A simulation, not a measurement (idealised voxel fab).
A process module follows: voxel released beams.
The width of the displayed cross-section, cut, is 290 nm; its cells are square, with a size of 5 nm.
Cross-section = grid of square cells, listed top down in bands; band = one or more rows. Per band: top height and bottom height in nm, followed by the left-to-right materials and their widths in nm; "full width" marks a single material spanning edge to edge, "air" marks empty space. Counting heights begins at 0, where everything beneath is, in the wafer as received, one material. The lowest band has no bottom; it goes on downwards, as "0..down" shows. Read "30 to 40" as a graded width: first number on top, second number at the bottom, same change between each pair of neighbouring rows. "remains unaltered", as given for a step, is the statement that not any cell of the cross-section underwent a change during that step. You'll see "Enclosed void inventory" listing empty spaces that have no way open to the top, as long as they're 8 cells or more; the notation is width x height at distance, where the distance is from the left edge, and all of it is in nm. Heads up: the bit after the settings on a step's line is the simulator's remark on that step. The line of a step may include "overlay nm". On a step with a mask, this value is how far to the right of its planned place the mask lay. A negative value means the mask lay to the left.
## Process steps (planned)
| 1 | RECEIVE [material Si] |
| 2 | CONFORMAL_DEP [material SiN] [thk nm 10] |
| 3 | DIRECTIONAL_DEP [material SiO2] [thk nm 10] |
| 4 | MASKED_ETCH [tone open] [mask id ANCHOR] [width nm 45] [etch materials SiO2] [depth nm 10] [overlay nm 0] |
| 5 | CONFORMAL_DEP [material polySi] [thk nm 5] |
| 6 | MASKED_ETCH [tone cover] [mask id BEAM] [width nm 90] [etch materials polySi] [depth nm 15] [overlay nm 0] |
| 7 | STRIP [etch materials SiO2] |
Split variable: thk nm, step 5. Plan value = first wafer. Wafers start alike.
## First of several wafers, received after step 1, in cross-section
0..down | Si full width
Enclosed void inventory: none
## Every row in this table is a wafer at the end of the module, and it gives, for each of the materials, the cells that wafer has gained (+) or lost (-) since it was received, then its closed voids
thk nm 5; +116 SiN; +22 polySi; Enclosed void inventory: none
thk nm 10; +116 SiN; +44 polySi; Enclosed void inventory: none
thk nm 15; +116 SiN; +66 polySi; Enclosed void inventory: none
thk nm 20; +116 SiN; +98 SiO2; +128 polySi; Enclosed void inventory: none
thk nm 25; +116 SiN; +98 SiO2; +188 polySi; Enclosed void inventory: none
thk nm 30; +116 SiN; +98 SiO2; +246 polySi; Enclosed void inventory: none
